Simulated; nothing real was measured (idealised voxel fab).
process module | voxel ribs on slabs
cross-section cut | 160 nm wide | cells 5 nm
A cross-section is a grid of square cells, given in bands from the top down. A band is one or more rows of cells.
Each band's line starts with the height of the band's top and of its bottom, in nm. Then come its materials from left to right, each with its width in nm. One material with "throughout" fills the band from edge to edge. "air" is empty space.
Height 0 is the level under which the wafer as received is all one material. The lowest band goes on downwards, as in "0 down".
A width such as "30 to 40" changes by the same amount from each row of cells to the next, from the band's top row to its bottom row.
"no change" after a step means that no cell of the cross-section changed.
closed voids: empty space of 8 cells or more with no open way to the top, each as width x height at its distance from the left edge, in nm
after a step's settings: what the simulator itself notes on the step
overlay nm, on a step with a mask: how far to the right of its planned place the mask lay; to the left if negative
plan
1 op RECEIVE | material Si
2 op DIRECTIONAL_DEP | material SiO2 | thk nm 20
3 op DIRECTIONAL_DEP | material polySi | thk nm 20
4 op PATTERN | tone cover | mask id RIB | material resist | width nm 30 | thk nm 15 | overlay nm 0
5 op DIRECTIONAL_ETCH | etch materials polySi | depth nm 5
6 op STRIP | etch materials resist
7 op PATTERN | tone cover | mask id SLAB | material resist | width nm 60 | thk nm 20 | overlay nm 0
8 op DIRECTIONAL_ETCH | etch materials polySi | depth nm 15
9 op STRIP | etch materials resist
10 op FILL_DEP | material SiO2 | thk nm 20
11 op CMP | height nm 50
12 op DIRECTIONAL_DEP | material TiN | thk nm 10
13 op PATTERN | tone cover | mask id HEATER | material resist | width nm 40 | thk nm 15 | overlay nm 0
14 op DIRECTIONAL_ETCH | etch materials TiN | depth nm 10
15 op STRIP | etch materials resist
16 op CONFORMAL_DEP | material SiO2 | thk nm 5
first wafer, as planned
as received, after step 1
  0 down: Si throughout
  closed voids: none
after step 2
  20 to 0: SiO2 throughout
  below 0: unchanged
after step 3
  40 to 20: polySi throughout
  below 20: unchanged
after step 4
  55 to 40: air 65 | resist 30 | air 65
  below 40: unchanged
after step 5
  55 to 40: air 65 | resist 30 | air 65
  40 to 35: air 65 | polySi 30 | air 65
  below 35: unchanged
after step 6
  40 to 35: air 65 | polySi 30 | air 65
  below 35: unchanged
after step 7
  60 to 40: air 50 | resist 60 | air 50
  40 to 35: air 50 | resist 15 | polySi 30 | resist 15 | air 50
  below 35: unchanged
after step 8
  60 to 40: air 50 | resist 60 | air 50
  40 to 35: air 50 | resist 15 | polySi 30 | resist 15 | air 50
  35 to 20: air 50 | polySi 60 | air 50
  below 20: unchanged
after step 9
  40 to 35: air 65 | polySi 30 | air 65
  below 35: unchanged
after step 10
  60 to 40: SiO2 throughout
  40 to 35: SiO2 65 | polySi 30 | SiO2 65
  35 to 20: SiO2 50 | polySi 60 | SiO2 50
  below 20: unchanged
after step 11
  50 to 40: SiO2 throughout
  below 40: unchanged
after step 12
  60 to 50: TiN throughout
  below 50: unchanged
after step 13
  75 to 60: air 60 | resist 40 | air 60
  below 60: unchanged
after step 14
  75 to 60: air 60 | resist 40 | air 60
  60 to 50: air 60 | TiN 40 | air 60
  below 50: unchanged
after step 15
  60 to 50: air 60 | TiN 40 | air 60
  below 50: unchanged
after step 16
  65 to 60: air 55 | SiO2 50 | air 55
  60 to 55: air 55 | SiO2 5 | TiN 40 | SiO2 5 | air 55
  55 to 50: SiO2 60 | TiN 40 | SiO2 60
  below 50: unchanged
second wafer: like start, like plan, one mistake. Through step 1 it matches the first wafer
when step 2 should have ended
  20 to 0: polySi throughout
  below 0: unchanged
when step 3 should have ended
  40 to 20: SiO2 throughout
  below 20: unchanged
when step 4 should have ended
  55 to 40: air 65 | resist 30 | air 65
  below 40: unchanged
when step 5 should have ended: no change
when step 6 should have ended
  40 to 20: SiO2 throughout
  below 20: unchanged
when step 7 should have ended
  60 to 40: air 50 | resist 60 | air 50
  below 40: unchanged
when step 8 should have ended: no change
when step 9 should have ended
  40 to 20: SiO2 throughout
  below 20: unchanged
when step 10 should have ended
  60 to 20: SiO2 throughout
  below 20: unchanged
when step 11 should have ended
  50 to 20: SiO2 throughout
  below 20: unchanged
when step 12 should have ended
  60 to 50: TiN throughout
  below 50: unchanged
when step 13 should have ended
  75 to 60: air 60 | resist 40 | air 60
  below 60: unchanged
when step 14 should have ended
  75 to 60: air 60 | resist 40 | air 60
  60 to 50: air 60 | TiN 40 | air 60
  below 50: unchanged
when step 15 should have ended
  60 to 50: air 60 | TiN 40 | air 60
  below 50: unchanged
when step 16 should have ended
  65 to 60: air 55 | SiO2 50 | air 55
  60 to 55: air 55 | SiO2 5 | TiN 40 | SiO2 5 | air 55
  55 to 50: SiO2 60 | TiN 40 | SiO2 60
  below 50: unchanged
what went wrong: steps 2 and 3 were swapped
at the end the second wafer has, in cells: 86 fewer of SiO2 | 86 more of polySi
